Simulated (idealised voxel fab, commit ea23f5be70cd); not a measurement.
Module name: voxel self aligned contacts (process module)
Displayed cross-section: cut, width of 245 nm, square cells sized 5 nm.
A cross-section in this document is a grid of square cells, and it is written down as bands, the top band listed before the ones below it; a band is made up of one or more rows of cells.
The entry gives the band's vertical extent as a top height and a bottom height in nm, then its horizontal make-up as materials from left to right, each with a width in nm. "air" stands for empty space; a single material marked "all across" fills the band edge to edge.
Heights from 0 (as-received wafer is one material below). Bottom band endless downward, as "top 0, no bottom".
Note: "30->40" means the width goes from the first number (top row of the band) to the second number (bottom row) in equal steps per row of cells.
Key: "nothing was modified" - step with no changed cell in the cross-section.
closed voids: empty space of 8 cells or more with no open way to the top, each as width x height at its distance from the left edge, in nm
Note: text after step settings on the step line = simulator remark on that step.
overlay nm, on a step with a mask: how far to the right of its planned place the mask lay; to the left if negative
# Set out below are the planned steps of the process
step 1: op RECEIVE | material Si
step 2: op OXIDIZE | depth nm 5
step 3: op DIRECTIONAL_DEP | material polySi | thk nm 25
step 4: op DIRECTIONAL_DEP | material SiN | thk nm 15
step 5: op DIRECTIONAL_DEP | material aC | thk nm 15
step 6: op PATTERN | tone cover | mask id GATE | material resist | width nm 35 | pitch nm 70 | thk nm 35 | overlay nm 0
step 7: op DIRECTIONAL_ETCH | etch materials aC | depth nm 15
step 8: op STRIP | etch materials resist
step 9: op DIRECTIONAL_ETCH | etch materials SiN | depth nm 15
step 10: op DIRECTIONAL_ETCH | etch materials polySi | depth nm 25
step 11: op STRIP | etch materials aC
step 12: op CONFORMAL_DEP | material SiN | thk nm 5
step 13: op DIRECTIONAL_ETCH | etch materials SiN | depth nm 5
step 14: op FILL_DEP | material SiO2 | thk nm 10
step 15: op CMP | height nm 45
step 16: op PATTERN | tone open | mask id CONTACT | material resist | width nm 55 | thk nm 15 | overlay nm 0
step 17: op DIRECTIONAL_ETCH | etch materials SiO2 | depth nm 50
step 18: op STRIP | etch materials resist
step 19: op CONFORMAL_DEP | material TiN | thk nm 5
step 20: op FILL_DEP | material W | thk nm 10
step 21: op CMP | height nm 45
step 22: op CONFORMAL_DEP | material SiN | thk nm 5
# Incoming wafer, cross-sectional view, post step 1
    top 0, no bottom: Si all across
    closed voids: none
# Starting wafer: above. Plan: above. Run: one mistake. Cross-section after the module: below
    top 50, bottom 45: SiN all across
    top 45, bottom 40: 100 nm SiO2 / 15 nm TiN / 15 nm W / 15 nm TiN / 100 nm SiO2
    top 40, bottom 25: 65 nm SiO2 / 45 nm SiN / 5 nm TiN / 15 nm W / 5 nm TiN / 45 nm SiN / 65 nm SiO2
    top 25, bottom 0: 65 nm SiO2 / 5 nm SiN / 35 nm polySi / 5 nm SiN / 5 nm TiN / 15 nm W / 5 nm TiN / 5 nm SiN / 35 nm polySi / 5 nm SiN / 65 nm SiO2
    top 0, bottom -5: 110 nm SiO2 / 25 nm TiN / 110 nm SiO2
    top -5, no bottom: Si all across
    closed voids: none
Against the plan, the run slipped here: step 16 off recipe, ran as op PATTERN | tone open | mask id CONTACT | material resist | width nm 45 | thk nm 15 | overlay nm 0
